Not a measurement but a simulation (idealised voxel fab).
process module | voxel released beams
cross-section cut | 250 nm wide | cells 5 nm
A cross-section is a grid of square cells, given in bands from the top down. A band is one or more rows of cells.
Each band's line starts with the height of the band's top and of its bottom, in nm. Then come its materials from left to right, each with its width in nm. One material with "throughout" fills the band from edge to edge. "air" is empty space.
Height 0 is the level under which the wafer as received is all one material. The lowest band goes on downwards, as in "0 down".
A width such as "30 to 40" changes by the same amount from each row of cells to the next, from the band's top row to its bottom row.
"no change" after a step means that no cell of the cross-section changed.
closed voids: empty space of 8 cells or more with no open way to the top, each as width x height at its distance from the left edge, in nm
after a step's settings: what the simulator itself notes on the step
overlay nm, on a step with a mask: how far to the right of its planned place the mask lay; to the left if negative
plan
1 op RECEIVE | material Si
2 op CONFORMAL_DEP | material Al2O3 | thk nm 5
3 op DIRECTIONAL_DEP | material SiO2 | thk nm 10
4 op PATTERN | tone open | mask id ANCHOR | material resist | width nm 30 | thk nm 15 | overlay nm 0
5 op DIRECTIONAL_ETCH | etch materials SiO2 | depth nm 10
6 op STRIP | etch materials resist
7 op CONFORMAL_DEP | material SiN | thk nm 10
8 op PATTERN | tone cover | mask id BEAM | material resist | width nm 100 | thk nm 15 | overlay nm 0
9 op DIRECTIONAL_ETCH | etch materials SiN | depth nm 10
10 op STRIP | etch materials resist
11 op STRIP | etch materials SiO2
as received, after step 1
  0 down: Si throughout
  closed voids: none
a wafer at the end: this start, this plan, one mistake
  20 to 15: air 70 | SiN 15 | air 10 | SiN 75 | air 80
  15 to 5: air 70 to 75 | SiN 100 to 30 | air 80 to 145
  5 to 0: Al2O3 throughout
  0 down: Si throughout
  closed voids: none
what went wrong: step 3 ran as: op DIRECTIONAL_DEP | material SiO2 | thk nm 5
